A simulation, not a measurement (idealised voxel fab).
process module | voxel trench capacitor
cross-section cut | 200 nm wide | cells 5 nm
A cross-section is a grid of square cells, given in bands from the top down. A band is one or more rows of cells.
Each band's line starts with the height of the band's top and of its bottom, in nm. Then come its materials from left to right, each with its width in nm. One material with "throughout" fills the band from edge to edge. "air" is empty space.
Height 0 is the level under which the wafer as received is all one material. The lowest band goes on downwards, as in "0 down".
A width such as "30 to 40" changes by the same amount from each row of cells to the next, from the band's top row to its bottom row.
"no change" after a step means that no cell of the cross-section changed.
closed voids: empty space of 8 cells or more with no open way to the top, each as width x height at its distance from the left edge, in nm
after a step's settings: what the simulator itself notes on the step
overlay nm, on a step with a mask: how far to the right of its planned place the mask lay; to the left if negative
plan
1 op RECEIVE | material Si
2 op CONFORMAL_DEP | material SiN | thk nm 5
3 op PATTERN | tone open | mask id TRENCH | material resist | width nm 30 | pitch nm 45 | thk nm 15 | overlay nm 0
4 op DIRECTIONAL_ETCH | etch materials SiN | depth nm 5
5 op DIRECTIONAL_ETCH | etch materials Si | depth nm 35
6 op STRIP | etch materials resist
7 op CONFORMAL_DEP | material Al2O3 | thk nm 5
8 op CONFORMAL_DEP | material TiN | thk nm 5
9 op FILL_DEP | material W | thk nm 5
10 op CMP | height nm 5
as received, after step 1
  0 down: Si throughout
  closed voids: none
first wafer at the end, as planned
  5 to 0: SiN 60 | Al2O3 5 | TiN 5 | W 10 | TiN 5 | Al2O3 5 | SiN 15 | Al2O3 5 | TiN 5 | W 10 | TiN 5 | Al2O3 5 | SiN 65
  0 to -25: Si 60 | Al2O3 5 | TiN 5 | W 10 | TiN 5 | Al2O3 5 | Si 15 | Al2O3 5 | TiN 5 | W 10 | TiN 5 | Al2O3 5 | Si 65
  -25 to -30: Si 60 | Al2O3 5 | TiN 20 | Al2O3 5 | Si 15 | Al2O3 5 | TiN 20 | Al2O3 5 | Si 65
  -30 to -35: Si 60 | Al2O3 30 | Si 15 | Al2O3 30 | Si 65
  -35 down: Si throughout
  closed voids: none
second wafer at the end: like start, like plan, one mistake
  5 to 0: SiN 60 | TiN 10 | W 10 | TiN 10 | SiN 15 | TiN 10 | W 10 | TiN 10 | SiN 65
  0 to -25: Si 60 | TiN 10 | W 10 | TiN 10 | Si 15 | TiN 10 | W 10 | TiN 10 | Si 65
  -25 to -35: Si 60 | TiN 30 | Si 15 | TiN 30 | Si 65
  -35 down: Si throughout
  closed voids: none
what went wrong: step 7 ran as: op CONFORMAL_DEP | material TiN | thk nm 5
at the end the second wafer has, in cells: 40 fewer of Al2O3 | 40 more of TiN
